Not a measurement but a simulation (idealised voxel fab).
Process module in this document: voxel capacitor over wiring
The figure presents cross-section cut, which has a width of 275 nm and is divided into square cells with an edge length of 5 nm.
A cross-section is a grid of square cells, given in bands from the top down. A band is one or more rows of cells. What a band's entry tells you: where the top is and where the bottom is, as heights in nm, and after that what lies inside, material by material from left to right, each with its width in nm. Empty space is written as the word "empty", and a single material marked with the word "throughout" occupies the band from edge to edge. Heights are measured from 0, the level below which the as-received wafer is all one material; the lowest band has no bottom and continues downward, written as in "z 0 and below". The width entry "30 to 40" should be interpreted row by row: the top row of cells in the band takes the first number, the bottom row takes the second number, and the change between adjacent rows is uniform throughout. "stayed the same" means the step left every cell of the cross-section as it was. Empty spaces counting at least 8 cells and having no open way to the top are listed in "Entrapped void list". The notation width x height at distance is used for each, the distance being from the left edge and all three values in nm. after a step's settings: what the simulator itself notes on the step. overlay nm: mask right of planned place by this much (step with mask). Neg. = left.

**plan**
1 RECEIVE, material Si
2 CONFORMAL_DEP, material SiO2, thk nm 10
3 DIRECTIONAL_DEP, material TiN, thk nm 5
4 DIRECTIONAL_DEP, material W, thk nm 15
5 DIRECTIONAL_DEP, material aC, thk nm 15
6 PATTERN, tone cover, mask id METAL_1, material resist, width nm 25, pitch nm 80, thk nm 35, overlay nm 0
7 DIRECTIONAL_ETCH, etch materials aC, depth nm 15
8 STRIP, etch materials resist
9 DIRECTIONAL_ETCH, etch materials W, depth nm 15
10 DIRECTIONAL_ETCH, etch materials TiN, depth nm 5
11 STRIP, etch materials aC
12 CONFORMAL_DEP, material SiCN, thk nm 5
13 FILL_DEP, material SiO2, thk nm 10
14 CMP, height nm 30
15 CONFORMAL_DEP, material SiCN, thk nm 5
16 DIRECTIONAL_DEP, material SiO2, thk nm 10
17 MASKED_ETCH, tone open, mask id PLUG_1, width nm 15, etch materials SiO2, depth nm 10, overlay nm 0
18 MASKED_ETCH, tone open, mask id PLUG_1, width nm 15, etch materials SiCN, depth nm 5, overlay nm 0
19 EPI, material Ru, thk nm 10
20 EPI, material Ru, thk nm 5
21 DIRECTIONAL_DEP, material TiN, thk nm 10
22 DIRECTIONAL_DEP, material HfO2, thk nm 5
23 DIRECTIONAL_DEP, material TiN, thk nm 5
24 DIRECTIONAL_DEP, material aC, thk nm 15
25 PATTERN, tone cover, mask id UPPER_PLATE, material resist, width nm 60, thk nm 30, overlay nm 0
26 DIRECTIONAL_ETCH, etch materials aC, depth nm 15
27 STRIP, etch materials resist
28 DIRECTIONAL_ETCH, etch materials TiN, depth nm 5
29 DIRECTIONAL_ETCH, etch materials HfO2, depth nm 5
30 STRIP, etch materials aC
31 MASKED_ETCH, tone cover, mask id LOWER_PLATE, width nm 70, etch materials TiN, depth nm 10, overlay nm 0
32 FILL_DEP, material SiO2, thk nm 20
33 CMP, height nm 80
34 DIRECTIONAL_DEP, material aC, thk nm 10
35 PATTERN, tone open, mask id PLUG_2, material resist, width nm 15, thk nm 30, overlay nm 0
36 DIRECTIONAL_ETCH, etch materials aC, depth nm 10
37 STRIP, etch materials resist
38 DIRECTIONAL_ETCH, etch materials SiO2, depth nm 15
39 STRIP, etch materials aC
40 CONFORMAL_DEP, material TiN, thk nm 5
41 FILL_DEP, material W, thk nm 5
42 CMP, height nm 80
43 CONFORMAL_DEP, material SiCN, thk nm 5

**First of two wafers: run as planned**

**This is the cross-section of the wafer as we received it, i.e. after step 1**
* z 0 and below = Si throughout
* Entrapped void list: none

**Presented here is a cross-section of the wafer after step 2 has been performed**
* z 10 to 0 = SiO2 throughout
* All layers under 0 are left as they were.

**Presented here is a cross-section of the wafer after step 3 has been performed**
* z 15 to 10 = TiN throughout
* All layers under 10 are left as they were.

**Presented here is a cross-section of the wafer after step 4 has been performed**
* z 30 to 15 = W throughout
* All layers under 15 are left as they were.

**Presented here is a cross-section of the wafer after step 5 has been performed**
* z 45 to 30 = aC throughout
* All layers under 30 are left as they were.

**Presented here is a cross-section of the wafer after step 6 has been performed**
* z 80 to 45 = 85 nm empty, 25 nm resist, 55 nm empty, 25 nm resist, 85 nm empty
* All layers under 45 are left as they were.

**Presented here is a cross-section of the wafer after step 7 has been performed**
* z 65 to 45 = 85 nm empty, 25 nm resist, 55 nm empty, 25 nm resist, 85 nm empty
* z 45 to 30 = 85 nm empty, 25 nm aC, 55 nm empty, 25 nm aC, 85 nm empty
* All layers under 30 are left as they were.

**Presented here is a cross-section of the wafer after step 8 has been performed**
* z 45 to 30 = 85 nm empty, 25 nm aC, 55 nm empty, 25 nm aC, 85 nm empty
* All layers under 30 are left as they were.

**Presented here is a cross-section of the wafer after step 9 has been performed**
* z 45 to 30 = 85 nm empty, 25 nm aC, 55 nm empty, 25 nm aC, 85 nm empty
* z 30 to 15 = 85 nm empty, 25 nm W, 55 nm empty, 25 nm W, 85 nm empty
* All layers under 15 are left as they were.

**Presented here is a cross-section of the wafer after step 10 has been performed**
* z 45 to 30 = 85 nm empty, 25 nm aC, 55 nm empty, 25 nm aC, 85 nm empty
* z 30 to 15 = 85 nm empty, 25 nm W, 55 nm empty, 25 nm W, 85 nm empty
* z 15 to 10 = 85 nm empty, 25 nm TiN, 55 nm empty, 25 nm TiN, 85 nm empty
* All layers under 10 are left as they were.

**Presented here is a cross-section of the wafer after step 11 has been performed**
* z 30 to 15 = 85 nm empty, 25 nm W, 55 nm empty, 25 nm W, 85 nm empty
* All layers under 15 are left as they were.

**Presented here is a cross-section of the wafer after step 12 has been performed**
* z 35 to 30 = 80 nm empty, 35 nm SiCN, 45 nm empty, 35 nm SiCN, 80 nm empty
* z 30 to 15 = 80 nm empty, 5 nm SiCN, 25 nm W, 5 nm SiCN, 45 nm empty, 5 nm SiCN, 25 nm W, 5 nm SiCN, 80 nm empty
* z 15 to 10 = 85 nm SiCN, 25 nm TiN, 55 nm SiCN, 25 nm TiN, 85 nm SiCN
* All layers under 10 are left as they were.

**Presented here is a cross-section of the wafer after step 13 has been performed**
* z 45 to 35 = SiO2 throughout
* z 35 to 30 = 80 nm SiO2, 35 nm SiCN, 45 nm SiO2, 35 nm SiCN, 80 nm SiO2
* z 30 to 15 = 80 nm SiO2, 5 nm SiCN, 25 nm W, 5 nm SiCN, 45 nm SiO2, 5 nm SiCN, 25 nm W, 5 nm SiCN, 80 nm SiO2
* All layers under 15 are left as they were.

**Presented here is a cross-section of the wafer after step 14 has been performed**
* z 30 to 15 = 80 nm SiO2, 5 nm SiCN, 25 nm W, 5 nm SiCN, 45 nm SiO2, 5 nm SiCN, 25 nm W, 5 nm SiCN, 80 nm SiO2
* All layers under 15 are left as they were.

**Presented here is a cross-section of the wafer after step 15 has been performed**
* z 35 to 30 = SiCN throughout
* All layers under 30 are left as they were.

**Presented here is a cross-section of the wafer after step 16 has been performed**
* z 45 to 35 = SiO2 throughout
* All layers under 35 are left as they were.

**Presented here is a cross-section of the wafer after step 17 has been performed**
* z 45 to 35 = 95 nm SiO2, 15 nm empty, 165 nm SiO2
* All layers under 35 are left as they were.

**Presented here is a cross-section of the wafer after step 18 has been performed**
* z 45 to 35 = 95 nm SiO2, 15 nm empty, 165 nm SiO2
* z 35 to 30 = 95 nm SiCN, 15 nm empty, 165 nm SiCN
* All layers under 30 are left as they were.

**Presented here is a cross-section of the wafer after step 19 has been performed**
* z 45 to 40 = 95 nm SiO2, 15 nm empty, 165 nm SiO2
* z 40 to 35 = 95 nm SiO2, 15 nm Ru, 165 nm SiO2
* z 35 to 30 = 95 nm SiCN, 15 nm Ru, 165 nm SiCN
* All layers under 30 are left as they were.

**Presented here is a cross-section of the wafer after step 20 has been performed**
* z 45 to 35 = 95 nm SiO2, 15 nm Ru, 165 nm SiO2
* All layers under 35 are left as they were.

**Presented here is a cross-section of the wafer after step 21 has been performed**
* z 55 to 45 = TiN throughout
* All layers under 45 are left as they were.

**Presented here is a cross-section of the wafer after step 22 has been performed**
* z 60 to 55 = HfO2 throughout
* All layers under 55 are left as they were.

**Presented here is a cross-section of the wafer after step 23 has been performed**
* z 65 to 60 = TiN throughout
* All layers under 60 are left as they were.

**Presented here is a cross-section of the wafer after step 24 has been performed**
* z 80 to 65 = aC throughout
* All layers under 65 are left as they were.

**Presented here is a cross-section of the wafer after step 25 has been performed**
* z 110 to 80 = 95 nm empty, 60 nm resist, 120 nm empty
* All layers under 80 are left as they were.

**Presented here is a cross-section of the wafer after step 26 has been performed**
* z 95 to 80 = 95 nm empty, 60 nm resist, 120 nm empty
* z 80 to 65 = 95 nm empty, 60 nm aC, 120 nm empty
* All layers under 65 are left as they were.

**Presented here is a cross-section of the wafer after step 27 has been performed**
* z 80 to 65 = 95 nm empty, 60 nm aC, 120 nm empty
* All layers under 65 are left as they were.

**Presented here is a cross-section of the wafer after step 28 has been performed**
* z 80 to 65 = 95 nm empty, 60 nm aC, 120 nm empty
* z 65 to 60 = 95 nm empty, 60 nm TiN, 120 nm empty
* All layers under 60 are left as they were.

**Presented here is a cross-section of the wafer after step 29 has been performed**
* z 80 to 65 = 95 nm empty, 60 nm aC, 120 nm empty
* z 65 to 60 = 95 nm empty, 60 nm TiN, 120 nm empty
* z 60 to 55 = 95 nm empty, 60 nm HfO2, 120 nm empty
* All layers under 55 are left as they were.

**Presented here is a cross-section of the wafer after step 30 has been performed**
* z 65 to 60 = 95 nm empty, 60 nm TiN, 120 nm empty
* All layers under 60 are left as they were.

**Presented here is a cross-section of the wafer after step 31 has been performed**
* z 65 to 60 = 95 nm empty, 60 nm TiN, 120 nm empty
* z 60 to 55 = 95 nm empty, 60 nm HfO2, 120 nm empty
* z 55 to 45 = 90 nm empty, 70 nm TiN, 115 nm empty
* All layers under 45 are left as they were.

**Presented here is a cross-section of the wafer after step 32 has been performed**
* z 85 to 65 = SiO2 throughout
* z 65 to 60 = 95 nm SiO2, 60 nm TiN, 120 nm SiO2
* z 60 to 55 = 95 nm SiO2, 60 nm HfO2, 120 nm SiO2
* z 55 to 45 = 90 nm SiO2, 70 nm TiN, 115 nm SiO2
* All layers under 45 are left as they were.

**Presented here is a cross-section of the wafer after step 33 has been performed**
* z 80 to 65 = SiO2 throughout
* All layers under 65 are left as they were.

**Presented here is a cross-section of the wafer after step 34 has been performed**
* z 90 to 80 = aC throughout
* All layers under 80 are left as they were.

**Presented here is a cross-section of the wafer after step 35 has been performed**
* z 120 to 90 = 105 nm resist, 15 nm empty, 155 nm resist
* All layers under 90 are left as they were.

**Presented here is a cross-section of the wafer after step 36 has been performed**
* z 110 to 90 = 105 nm resist, 15 nm empty, 155 nm resist
* z 90 to 80 = 105 nm aC, 15 nm empty, 155 nm aC
* All layers under 80 are left as they were.

**Presented here is a cross-section of the wafer after step 37 has been performed**
* z 90 to 80 = 105 nm aC, 15 nm empty, 155 nm aC
* All layers under 80 are left as they were.

**Presented here is a cross-section of the wafer after step 38 has been performed**
* z 90 to 80 = 105 nm aC, 15 nm empty, 155 nm aC
* z 80 to 65 = 105 nm SiO2, 15 nm empty, 155 nm SiO2
* All layers under 65 are left as they were.

**Presented here is a cross-section of the wafer after step 39 has been performed**
* z 80 to 65 = 105 nm SiO2, 15 nm empty, 155 nm SiO2
* All layers under 65 are left as they were.

**Presented here is a cross-section of the wafer after step 40 has been performed**
* z 85 to 80 = 110 nm TiN, 5 nm empty, 160 nm TiN
* z 80 to 70 = 105 nm SiO2, 5 nm TiN, 5 nm empty, 5 nm TiN, 155 nm SiO2
* z 70 to 60 = 105 to 95 nm SiO2, 15 to 60 nm TiN, 155 to 120 nm SiO2
* All layers under 60 are left as they were.

**Presented here is a cross-section of the wafer after step 41 has been performed**
* z 90 to 85 = W throughout
* z 85 to 80 = 110 nm TiN, 5 nm W, 160 nm TiN
* z 80 to 70 = 105 nm SiO2, 5 nm TiN, 5 nm W, 5 nm TiN, 155 nm SiO2
* All layers under 70 are left as they were.

**Presented here is a cross-section of the wafer after step 42 has been performed**
* z 80 to 70 = 105 nm SiO2, 5 nm TiN, 5 nm W, 5 nm TiN, 155 nm SiO2
* All layers under 70 are left as they were.

**Presented here is a cross-section of the wafer after step 43 has been performed**
* z 85 to 80 = SiCN throughout
* All layers under 80 are left as they were.

**Second wafer. Start and plan as for the first. One mistake made in running. Agrees with the first up to and including step 13**

Second wafer, cut view, end of step 14 per plan: stayed the same

**Second wafer, cut view, end of step 15 per plan**
* z 50 to 45 = SiCN throughout
* All layers under 45 are left as they were.

**Second wafer, cut view, end of step 16 per plan**
* z 60 to 50 = SiO2 throughout
* All layers under 50 are left as they were.

**Second wafer, cut view, end of step 17 per plan**
* z 60 to 50 = 95 nm SiO2, 15 nm empty, 165 nm SiO2
* All layers under 50 are left as they were.

**Second wafer, cut view, end of step 18 per plan**
* z 60 to 50 = 95 nm SiO2, 15 nm empty, 165 nm SiO2
* z 50 to 45 = 95 nm SiCN, 15 nm empty, 165 nm SiCN
* All layers under 45 are left as they were.

Second wafer, cut view, end of step 19 per plan: stayed the same

Second wafer, cut view, end of step 20 per plan: stayed the same

**Second wafer, cut view, end of step 21 per plan**
* z 70 to 60 = 95 nm TiN, 15 nm empty, 165 nm TiN
* z 60 to 55 = 95 nm SiO2, 15 nm empty, 165 nm SiO2
* z 55 to 50 = 95 nm SiO2, 15 nm TiN, 165 nm SiO2
* z 50 to 45 = 95 nm SiCN, 15 nm TiN, 165 nm SiCN
* All layers under 45 are left as they were.

**Second wafer, cut view, end of step 22 per plan**
* z 75 to 70 = 95 nm HfO2, 15 nm empty, 165 nm HfO2
* z 70 to 60 = 95 nm TiN, 15 nm empty, 165 nm TiN
* z 60 to 55 = 95 nm SiO2, 15 nm HfO2, 165 nm SiO2
* All layers under 55 are left as they were.

**Second wafer, cut view, end of step 23 per plan**
* z 80 to 75 = 95 nm TiN, 15 nm empty, 165 nm TiN
* z 75 to 70 = 95 nm HfO2, 15 nm empty, 165 nm HfO2
* z 70 to 65 = 95 nm TiN, 15 nm empty, 165 nm TiN
* z 65 to 60 = TiN throughout
* All layers under 60 are left as they were.

**Second wafer, cut view, end of step 24 per plan**
* z 95 to 80 = 95 nm aC, 15 nm empty, 165 nm aC
* z 80 to 75 = 95 nm TiN, 15 nm aC, 165 nm TiN
* z 75 to 70 = 95 nm HfO2, 15 nm aC, 165 nm HfO2
* z 70 to 65 = 95 nm TiN, 15 nm aC, 165 nm TiN
* All layers under 65 are left as they were.

**Second wafer, cut view, end of step 25 per plan**
* z 125 to 95 = 95 nm empty, 60 nm resist, 120 nm empty
* z 95 to 80 = 95 nm aC, 15 nm resist, 165 nm aC
* All layers under 80 are left as they were.

**Second wafer, cut view, end of step 26 per plan**
* z 110 to 95 = 95 nm empty, 60 nm resist, 120 nm empty
* z 95 to 80 = 95 nm empty, 15 nm resist, 45 nm aC, 120 nm empty
* All layers under 80 are left as they were.

**Second wafer, cut view, end of step 27 per plan**
* z 95 to 80 = 110 nm empty, 45 nm aC, 120 nm empty
* All layers under 80 are left as they were.

**Second wafer, cut view, end of step 28 per plan**
* z 95 to 80 = 110 nm empty, 45 nm aC, 120 nm empty
* z 80 to 75 = 95 nm empty, 15 nm aC, 45 nm TiN, 120 nm empty
* All layers under 75 are left as they were.

**Second wafer, cut view, end of step 29 per plan**
* z 95 to 80 = 110 nm empty, 45 nm aC, 120 nm empty
* z 80 to 75 = 95 nm empty, 15 nm aC, 45 nm TiN, 120 nm empty
* z 75 to 70 = 95 nm empty, 15 nm aC, 45 nm HfO2, 120 nm empty
* All layers under 70 are left as they were.

**Second wafer, cut view, end of step 30 per plan**
* z 80 to 75 = 110 nm empty, 45 nm TiN, 120 nm empty
* z 75 to 70 = 110 nm empty, 45 nm HfO2, 120 nm empty
* z 70 to 65 = 95 nm TiN, 15 nm empty, 165 nm TiN
* All layers under 65 are left as they were.

**Second wafer, cut view, end of step 31 per plan**
* z 80 to 75 = 110 nm empty, 45 nm TiN, 120 nm empty
* z 75 to 70 = 110 nm empty, 45 nm HfO2, 120 nm empty
* z 70 to 65 = 90 nm empty, 5 nm TiN, 15 nm empty, 50 nm TiN, 115 nm empty
* z 65 to 60 = 90 nm empty, 70 nm TiN, 115 nm empty
* All layers under 60 are left as they were.

**Second wafer, cut view, end of step 32 per plan**
* z 100 to 80 = SiO2 throughout
* z 80 to 75 = 110 nm SiO2, 45 nm TiN, 120 nm SiO2
* z 75 to 70 = 110 nm SiO2, 45 nm HfO2, 120 nm SiO2
* z 70 to 65 = 90 nm SiO2, 5 nm TiN, 15 nm SiO2, 50 nm TiN, 115 nm SiO2
* z 65 to 60 = 90 nm SiO2, 70 nm TiN, 115 nm SiO2
* All layers under 60 are left as they were.

**Second wafer, cut view, end of step 33 per plan**
* z 80 to 75 = 110 nm SiO2, 45 nm TiN, 120 nm SiO2
* All layers under 75 are left as they were.

**Second wafer, cut view, end of step 34 per plan**
* z 90 to 80 = aC throughout
* All layers under 80 are left as they were.

**Second wafer, cut view, end of step 35 per plan**
* z 120 to 90 = 105 nm resist, 15 nm empty, 155 nm resist
* All layers under 90 are left as they were.

**Second wafer, cut view, end of step 36 per plan**
* z 110 to 90 = 105 nm resist, 15 nm empty, 155 nm resist
* z 90 to 80 = 105 nm aC, 15 nm empty, 155 nm aC
* All layers under 80 are left as they were.

**Second wafer, cut view, end of step 37 per plan**
* z 90 to 80 = 105 nm aC, 15 nm empty, 155 nm aC
* All layers under 80 are left as they were.

**Second wafer, cut view, end of step 38 per plan**
* z 90 to 80 = 105 nm aC, 15 nm empty, 155 nm aC
* z 80 to 75 = 105 nm SiO2, 5 nm empty, 45 nm TiN, 120 nm SiO2
* z 75 to 70 = 105 nm SiO2, 5 nm empty, 45 nm HfO2, 120 nm SiO2
* z 70 to 65 = 90 nm SiO2, 5 nm TiN, 10 nm SiO2, 5 nm empty, 50 nm TiN, 115 nm SiO2
* All layers under 65 are left as they were.

**Second wafer, cut view, end of step 39 per plan**
* z 80 to 75 = 105 nm SiO2, 5 nm empty, 45 nm TiN, 120 nm SiO2
* All layers under 75 are left as they were.

**Second wafer, cut view, end of step 40 per plan**
* z 85 to 80 = TiN throughout
* z 80 to 75 = 105 nm SiO2, 50 nm TiN, 120 nm SiO2
* z 75 to 70 = 105 nm SiO2, 5 nm TiN, 45 nm HfO2, 120 nm SiO2
* z 70 to 65 = 90 nm SiO2, 5 nm TiN, 10 nm SiO2, 55 nm TiN, 115 nm SiO2
* All layers under 65 are left as they were.

**Second wafer, cut view, end of step 41 per plan**
* z 90 to 85 = W throughout
* All layers under 85 are left as they were.

**Second wafer, cut view, end of step 42 per plan**
* z 80 to 75 = 105 nm SiO2, 50 nm TiN, 120 nm SiO2
* All layers under 75 are left as they were.

**Second wafer, cut view, end of step 43 per plan**
* z 85 to 80 = SiCN throughout
* All layers under 80 are left as they were.
Error vs. plan: step 14 of the plan did not run at all; it was left out
At the finish, the second wafer shows more or fewer cells for some materials than the first does: Ru -9, SiCN +14, SiO2 +1, TiN -4, W -2
